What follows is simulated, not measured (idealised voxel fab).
Process module name: voxel trench capacitor
For reference, the cross-section in this document is cut, with width 145 nm and square cells of 5 nm.
In what follows, cross-sections appear as grids of square cells, described through bands that run from the top down, where every band is one or more rows of cells. Heads up on the band format: heights come first, top then bottom, in nm. After that it's the materials left to right, each with its width in nm. A single material flagged "throughout" fills the whole band edge to edge, and "blank" means there's empty space there. Heights from 0 (as-received wafer is one material below). Bottom band endless downward, as "top 0, no bottom". Width "30->40": first value at the band's top row of cells, second value at its bottom row, equal change from row to row. The cross-section has no changed cell in any step marked "no alterations made". "Listed closed voids" contains a list of empty spaces, each no smaller than 8 cells and without an open way to the top, written in the form width x height at distance with the distance from the left edge and all three in nm. Past the settings on a step's line: simulator remark, on that step. The setting "overlay nm" may be written on the line of a step. When the step uses a mask, the value reports how far to the right of the planned place the mask lay, and a negative value reports that it lay to the left.

These are the steps we planned for the process:
1 RECEIVE: material Si
2 CONFORMAL_DEP: material SiN, thk nm 5
3 DIRECTIONAL_DEP: material aC, thk nm 15
4 PATTERN: tone open, mask id TRENCH, material resist, width nm 15, pitch nm 45, thk nm 35, overlay nm 0
5 DIRECTIONAL_ETCH: etch materials aC, depth nm 15
6 STRIP: etch materials resist
7 DIRECTIONAL_ETCH: etch materials SiN, depth nm 5
8 DIRECTIONAL_ETCH: etch materials Si, depth nm 40
9 STRIP: etch materials aC
10 CONFORMAL_DEP: material Al2O3, thk nm 5
11 FILL_DEP: material polySi, thk nm 10
12 CMP: height nm 5

This is the cross-section of the wafer as we received it, i.e. after step 1:
> top 0, no bottom  Si throughout
> Listed closed voids: none

Starting wafer: above. Plan: above. Run: one mistake. Cross-section after the module: below:
> top 5, bottom 0  35 polySi, 5 Al2O3, 15 SiN, 5 Al2O3, 20 polySi, 5 Al2O3, 15 SiN, 5 Al2O3, 40 polySi
> top 0, bottom -35  35 polySi, 5 Al2O3, 15 Si, 5 Al2O3, 20 polySi, 5 Al2O3, 15 Si, 5 Al2O3, 40 polySi
> top -35, bottom -40  40 Al2O3, 15 Si, 30 Al2O3, 15 Si, 45 Al2O3
> top -40, no bottom  Si throughout
> Listed closed voids: none
Here's what went sideways: step 4, actual vs plan mismatch, actual run PATTERN: tone cover, mask id TRENCH, material resist, width nm 15, pitch nm 45, thk nm 35, overlay nm 0
